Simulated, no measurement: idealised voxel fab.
You're looking at the process module voxel capacitor over wiring.
Xsec cut, 260 nm wide, square cell size 5 nm.
For the purposes of this document, a cross-section shall be understood as a grid of square cells, specified as bands listed in top-to-bottom order, each band consisting of one or more rows of cells. Band: top and bottom heights (nm) first, top before bottom; then materials from left to right, widths in nm. "throughout" marks a sole material filling the band edge to edge. "empty" denotes empty space. All heights in this document are referenced to 0, defined as the level beneath which the wafer, as received, consists entirely of one material. The lowest band is not bounded below; it extends indefinitely downward and is written in the form "0 nm and below". The expression "30..40" gives the width at the extremes of the band, the first number at its top row of cells and the second at its bottom row, with the width changing by equal amounts from each row to the next in between. Where the words "changes: none" appear for a step, the cross-section shows no cell changed by that step; every cell remained as before. In "Sealed-off cavities" the enclosed voids are listed, meaning empty spaces of 8 cells or larger without any opening to the top. The form is width x height at distance, distance from the left edge, units nm. On a step's line, text after the settings is the simulator commenting on that step. For masked steps, "overlay nm" on the step line gives how far right of plan the mask actually lay; a minus sign means it lay to the left.
**Set out below are the planned steps of the process**
1: RECEIVE | material Si
2: CONFORMAL_DEP | material SiO2 | thk nm 15
3: DIRECTIONAL_DEP | material TiN | thk nm 5
4: DIRECTIONAL_DEP | material Ru | thk nm 25
5: PATTERN | tone cover | mask id METAL_1 | material resist | width nm 25 | pitch nm 95 | thk nm 15 | overlay nm 0
6: DIRECTIONAL_ETCH | etch materials Ru | depth nm 25
7: DIRECTIONAL_ETCH | etch materials TiN | depth nm 5
8: STRIP | etch materials resist
9: FILL_DEP | material SiO2 | thk nm 5
10: CMP | height nm 45
11: CONFORMAL_DEP | material SiCN | thk nm 5
12: DIRECTIONAL_DEP | material SiO2 | thk nm 10
13: DIRECTIONAL_DEP | material aC | thk nm 10
14: PATTERN | tone open | mask id PLUG_1 | material resist | width nm 15 | thk nm 25 | overlay nm 0
15: DIRECTIONAL_ETCH | etch materials aC | depth nm 10
16: STRIP | etch materials resist
17: DIRECTIONAL_ETCH | etch materials SiO2 | depth nm 10
18: DIRECTIONAL_ETCH | etch materials SiCN | depth nm 5
19: STRIP | etch materials aC
20: EPI | material Ru | thk nm 10
21: EPI | material Ru | thk nm 5
22: DIRECTIONAL_DEP | material TiN | thk nm 5
23: DIRECTIONAL_DEP | material Al2O3 | thk nm 5
24: DIRECTIONAL_DEP | material TiN | thk nm 5
25: MASKED_ETCH | tone cover | mask id UPPER_PLATE | width nm 75 | etch materials TiN | depth nm 5 | overlay nm 0
26: MASKED_ETCH | tone cover | mask id UPPER_PLATE | width nm 75 | etch materials Al2O3 | depth nm 5 | overlay nm 0
27: DIRECTIONAL_DEP | material aC | thk nm 15
28: PATTERN | tone cover | mask id LOWER_PLATE | material resist | width nm 85 | thk nm 30 | overlay nm 0
29: DIRECTIONAL_ETCH | etch materials aC | depth nm 15
30: STRIP | etch materials resist
31: DIRECTIONAL_ETCH | etch materials TiN | depth nm 5
32: STRIP | etch materials aC
33: FILL_DEP | material SiO2 | thk nm 15
34: CMP | height nm 85
35: MASKED_ETCH | tone open | mask id PLUG_2 | width nm 15 | etch materials SiO2 | depth nm 10 | overlay nm 0
36: CONFORMAL_DEP | material TiN | thk nm 5
37: FILL_DEP | material W | thk nm 5
38: CMP | height nm 85
39: CONFORMAL_DEP | material SiN | thk nm 5
**The cross-section here shows the wafer as received, i.e. in its state after step 1**
0 nm and below  Si throughout
Sealed-off cavities: none
**As-planned run: cross-section of the first of two wafers at end of module**
90 nm to 85 nm  SiN throughout
85 nm to 80 nm  SiO2: 90; TiN: 5; W: 5; TiN: 5; SiO2: 155
80 nm to 70 nm  SiO2: 90..80; TiN: 15..75; SiO2: 155..105
70 nm to 65 nm  SiO2: 80; Al2O3: 75; SiO2: 105
65 nm to 60 nm  SiO2: 75; TiN: 85; SiO2: 100
60 nm to 50 nm  SiO2: 80; Ru: 15; SiO2: 165
50 nm to 45 nm  SiCN: 80; Ru: 15; SiCN: 165
45 nm to 20 nm  SiO2: 70; Ru: 25; SiO2: 70; Ru: 25; SiO2: 70
20 nm to 15 nm  SiO2: 70; TiN: 25; SiO2: 70; TiN: 25; SiO2: 70
15 nm to 0 nm  SiO2 throughout
0 nm and below  Si throughout
Sealed-off cavities: none
**End-of-module cross-section of the second wafer: identical starting point and process plan to the first, with one processing mistake**
90 nm to 85 nm  SiN throughout
85 nm to 80 nm  SiO2: 90; TiN: 5; W: 5; TiN: 5; SiO2: 155
80 nm to 70 nm  SiO2: 90..80; TiN: 15..75; SiO2: 155..105
70 nm to 65 nm  SiO2: 80; Al2O3: 75; SiO2: 105
65 nm to 60 nm  SiO2: 75; TiN: 85; SiO2: 100
60 nm to 50 nm  SiO2: 80; Ru: 15; SiO2: 165
50 nm to 45 nm  SiCN: 80; Ru: 15; SiCN: 165
45 nm to 40 nm  SiO2: 70; TiN: 25; SiO2: 70; TiN: 25; SiO2: 70
40 nm to 15 nm  Ru throughout
15 nm to 0 nm  SiO2 throughout
0 nm and below  Si throughout
Sealed-off cavities: none
Run error: steps 3 and 4 of the plan were each performed in the slot designated for the other
Cell-count delta at end, second wafer over first, by material: Ru: 210 more, SiO2: 210 fewer
